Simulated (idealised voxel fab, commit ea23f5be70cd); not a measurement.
process module | voxel self aligned vias
cross-section cut | 260 nm wide | cells 5 nm
A cross-section is a grid of square cells, given in bands from the top down. A band is one or more rows of cells.
Each band's line starts with the height of the band's top and of its bottom, in nm. Then come its materials from left to right, each with its width in nm. One material with "throughout" fills the band from edge to edge. "air" is empty space.
Height 0 is the level under which the wafer as received is all one material. The lowest band goes on downwards, as in "0 down".
A width such as "30 to 40" changes by the same amount from each row of cells to the next, from the band's top row to its bottom row.
"no change" after a step means that no cell of the cross-section changed.
closed voids: empty space of 8 cells or more with no open way to the top, each as width x height at its distance from the left edge, in nm
after a step's settings: what the simulator itself notes on the step
overlay nm, on a step with a mask: how far to the right of its planned place the mask lay; to the left if negative
plan
1 op RECEIVE | material Si
2 op CONFORMAL_DEP | material SiO2 | thk nm 15
3 op CONFORMAL_DEP | material SiCN | thk nm 5
4 op DIRECTIONAL_DEP | material SiO2 | thk nm 30
5 op PATTERN | tone open | mask id LINES | material resist | width nm 30 | pitch nm 60 | thk nm 20 | overlay nm 0
6 op DIRECTIONAL_ETCH | etch materials SiO2 | depth nm 30
7 op STRIP | etch materials resist
8 op CONFORMAL_DEP | material TiN | thk nm 5
9 op FILL_DEP | material Ru | thk nm 10
10 op CMP | height nm 50
11 op SELECTIVE_ETCH | etch materials W Ru TiN | depth nm 5
12 op FILL_DEP | material SiN | thk nm 10
13 op CMP | height nm 50
14 op DIRECTIONAL_DEP | material SiO2 | thk nm 15
15 op MASKED_ETCH | tone open | mask id VIAS | width nm 40 | pitch nm 60 | etch materials SiO2 | depth nm 15 | overlay nm 0
16 op MASKED_ETCH | tone open | mask id VIAS | width nm 40 | pitch nm 60 | etch materials SiN | depth nm 5 | overlay nm 0
17 op CONFORMAL_DEP | material TiN | thk nm 5
18 op FILL_DEP | material W | thk nm 10
19 op CMP | height nm 65
20 op CONFORMAL_DEP | material SiCN | thk nm 5
first wafer, as planned
as received, after step 1
  0 down: Si throughout
  closed voids: none
after step 2
  15 to 0: SiO2 throughout
  below 0: unchanged
after step 3
  20 to 15: SiCN throughout
  below 15: unchanged
after step 4
  50 to 20: SiO2 throughout
  below 20: unchanged
after step 5
  70 to 50: resist 55 | air 30 | resist 30 | air 30 | resist 30 | air 30 | resist 55
  below 50: unchanged
after step 6
  70 to 50: resist 55 | air 30 | resist 30 | air 30 | resist 30 | air 30 | resist 55
  50 to 20: SiO2 55 | air 30 | SiO2 30 | air 30 | SiO2 30 | air 30 | SiO2 55
  below 20: unchanged
after step 7
  50 to 20: SiO2 55 | air 30 | SiO2 30 | air 30 | SiO2 30 | air 30 | SiO2 55
  below 20: unchanged
after step 8
  55 to 50: TiN 60 | air 20 | TiN 40 | air 20 | TiN 40 | air 20 | TiN 60
  50 to 25: SiO2 55 | TiN 5 | air 20 | TiN 5 | SiO2 30 | TiN 5 | air 20 | TiN 5 | SiO2 30 | TiN 5 | air 20 | TiN 5 | SiO2 55
  25 to 20: SiO2 55 | TiN 30 | SiO2 30 | TiN 30 | SiO2 30 | TiN 30 | SiO2 55
  below 20: unchanged
after step 9
  65 to 55: Ru throughout
  55 to 50: TiN 60 | Ru 20 | TiN 40 | Ru 20 | TiN 40 | Ru 20 | TiN 60
  50 to 25: SiO2 55 | TiN 5 | Ru 20 | TiN 5 | SiO2 30 | TiN 5 | Ru 20 | TiN 5 | SiO2 30 | TiN 5 | Ru 20 | TiN 5 | SiO2 55
  below 25: unchanged
after step 10
  50 to 25: SiO2 55 | TiN 5 | Ru 20 | TiN 5 | SiO2 30 | TiN 5 | Ru 20 | TiN 5 | SiO2 30 | TiN 5 | Ru 20 | TiN 5 | SiO2 55
  below 25: unchanged
after step 11
  50 to 45: SiO2 55 | air 30 | SiO2 30 | air 30 | SiO2 30 | air 30 | SiO2 55
  below 45: unchanged
after step 12
  60 to 50: SiN throughout
  50 to 45: SiO2 55 | SiN 30 | SiO2 30 | SiN 30 | SiO2 30 | SiN 30 | SiO2 55
  below 45: unchanged
after step 13
  50 to 45: SiO2 55 | SiN 30 | SiO2 30 | SiN 30 | SiO2 30 | SiN 30 | SiO2 55
  below 45: unchanged
after step 14
  65 to 50: SiO2 throughout
  below 50: unchanged
after step 15
  65 to 50: SiO2 50 | air 40 | SiO2 20 | air 40 | SiO2 20 | air 40 | SiO2 50
  below 50: unchanged
after step 16
  65 to 50: SiO2 50 | air 40 | SiO2 20 | air 40 | SiO2 20 | air 40 | SiO2 50
  50 to 45: SiO2 55 | air 30 | SiO2 30 | air 30 | SiO2 30 | air 30 | SiO2 55
  below 45: unchanged
after step 17
  70 to 65: TiN 55 | air 30 | TiN 30 | air 30 | TiN 30 | air 30 | TiN 55
  65 to 55: SiO2 50 | TiN 5 | air 30 | TiN 5 | SiO2 20 | TiN 5 | air 30 | TiN 5 | SiO2 20 | TiN 5 | air 30 | TiN 5 | SiO2 50
  55 to 50: SiO2 50 | TiN 10 | air 20 | TiN 10 | SiO2 20 | TiN 10 | air 20 | TiN 10 | SiO2 20 | TiN 10 | air 20 | TiN 10 | SiO2 50
  50 to 45: SiO2 55 | TiN 30 | SiO2 30 | TiN 30 | SiO2 30 | TiN 30 | SiO2 55
  below 45: unchanged
after step 18
  80 to 70: W throughout
  70 to 65: TiN 55 | W 30 | TiN 30 | W 30 | TiN 30 | W 30 | TiN 55
  65 to 55: SiO2 50 | TiN 5 | W 30 | TiN 5 | SiO2 20 | TiN 5 | W 30 | TiN 5 | SiO2 20 | TiN 5 | W 30 | TiN 5 | SiO2 50
  55 to 50: SiO2 50 | TiN 10 | W 20 | TiN 10 | SiO2 20 | TiN 10 | W 20 | TiN 10 | SiO2 20 | TiN 10 | W 20 | TiN 10 | SiO2 50
  below 50: unchanged
after step 19
  65 to 55: SiO2 50 | TiN 5 | W 30 | TiN 5 | SiO2 20 | TiN 5 | W 30 | TiN 5 | SiO2 20 | TiN 5 | W 30 | TiN 5 | SiO2 50
  below 55: unchanged
after step 20
  70 to 65: SiCN throughout
  below 65: unchanged
second wafer: like start, like plan, one mistake. Through step 1 it matches the first wafer
when step 2 should have ended
  5 to 0: SiCN throughout
  below 0: unchanged
when step 3 should have ended
  20 to 5: SiO2 throughout
  below 5: unchanged
when step 4 should have ended
  50 to 5: SiO2 throughout
  below 5: unchanged
when step 5 should have ended
  70 to 50: resist 55 | air 30 | resist 30 | air 30 | resist 30 | air 30 | resist 55
  below 50: unchanged
when step 6 should have ended
  70 to 50: resist 55 | air 30 | resist 30 | air 30 | resist 30 | air 30 | resist 55
  50 to 20: SiO2 55 | air 30 | SiO2 30 | air 30 | SiO2 30 | air 30 | SiO2 55
  below 20: unchanged
when step 7 should have ended
  50 to 20: SiO2 55 | air 30 | SiO2 30 | air 30 | SiO2 30 | air 30 | SiO2 55
  below 20: unchanged
when step 8 should have ended
  55 to 50: TiN 60 | air 20 | TiN 40 | air 20 | TiN 40 | air 20 | TiN 60
  50 to 25: SiO2 55 | TiN 5 | air 20 | TiN 5 | SiO2 30 | TiN 5 | air 20 | TiN 5 | SiO2 30 | TiN 5 | air 20 | TiN 5 | SiO2 55
  25 to 20: SiO2 55 | TiN 30 | SiO2 30 | TiN 30 | SiO2 30 | TiN 30 | SiO2 55
  below 20: unchanged
when step 9 should have ended
  65 to 55: Ru throughout
  55 to 50: TiN 60 | Ru 20 | TiN 40 | Ru 20 | TiN 40 | Ru 20 | TiN 60
  50 to 25: SiO2 55 | TiN 5 | Ru 20 | TiN 5 | SiO2 30 | TiN 5 | Ru 20 | TiN 5 | SiO2 30 | TiN 5 | Ru 20 | TiN 5 | SiO2 55
  below 25: unchanged
when step 10 should have ended
  50 to 25: SiO2 55 | TiN 5 | Ru 20 | TiN 5 | SiO2 30 | TiN 5 | Ru 20 | TiN 5 | SiO2 30 | TiN 5 | Ru 20 | TiN 5 | SiO2 55
  below 25: unchanged
when step 11 should have ended
  50 to 45: SiO2 55 | air 30 | SiO2 30 | air 30 | SiO2 30 | air 30 | SiO2 55
  below 45: unchanged
when step 12 should have ended
  60 to 50: SiN throughout
  50 to 45: SiO2 55 | SiN 30 | SiO2 30 | SiN 30 | SiO2 30 | SiN 30 | SiO2 55
  below 45: unchanged
when step 13 should have ended
  50 to 45: SiO2 55 | SiN 30 | SiO2 30 | SiN 30 | SiO2 30 | SiN 30 | SiO2 55
  below 45: unchanged
when step 14 should have ended
  65 to 50: SiO2 throughout
  below 50: unchanged
when step 15 should have ended
  65 to 50: SiO2 50 | air 40 | SiO2 20 | air 40 | SiO2 20 | air 40 | SiO2 50
  below 50: unchanged
when step 16 should have ended
  65 to 50: SiO2 50 | air 40 | SiO2 20 | air 40 | SiO2 20 | air 40 | SiO2 50
  50 to 45: SiO2 55 | air 30 | SiO2 30 | air 30 | SiO2 30 | air 30 | SiO2 55
  below 45: unchanged
when step 17 should have ended
  70 to 65: TiN 55 | air 30 | TiN 30 | air 30 | TiN 30 | air 30 | TiN 55
  65 to 55: SiO2 50 | TiN 5 | air 30 | TiN 5 | SiO2 20 | TiN 5 | air 30 | TiN 5 | SiO2 20 | TiN 5 | air 30 | TiN 5 | SiO2 50
  55 to 50: SiO2 50 | TiN 10 | air 20 | TiN 10 | SiO2 20 | TiN 10 | air 20 | TiN 10 | SiO2 20 | TiN 10 | air 20 | TiN 10 | SiO2 50
  50 to 45: SiO2 55 | TiN 30 | SiO2 30 | TiN 30 | SiO2 30 | TiN 30 | SiO2 55
  below 45: unchanged
when step 18 should have ended
  80 to 70: W throughout
  70 to 65: TiN 55 | W 30 | TiN 30 | W 30 | TiN 30 | W 30 | TiN 55
  65 to 55: SiO2 50 | TiN 5 | W 30 | TiN 5 | SiO2 20 | TiN 5 | W 30 | TiN 5 | SiO2 20 | TiN 5 | W 30 | TiN 5 | SiO2 50
  55 to 50: SiO2 50 | TiN 10 | W 20 | TiN 10 | SiO2 20 | TiN 10 | W 20 | TiN 10 | SiO2 20 | TiN 10 | W 20 | TiN 10 | SiO2 50
  below 50: unchanged
when step 19 should have ended
  65 to 55: SiO2 50 | TiN 5 | W 30 | TiN 5 | SiO2 20 | TiN 5 | W 30 | TiN 5 | SiO2 20 | TiN 5 | W 30 | TiN 5 | SiO2 50
  below 55: unchanged
when step 20 should have ended
  70 to 65: SiCN throughout
  below 65: unchanged
what went wrong: steps 2 and 3 were swapped
at the end the second wafer has, in cells: as many of each material as the first, in other places
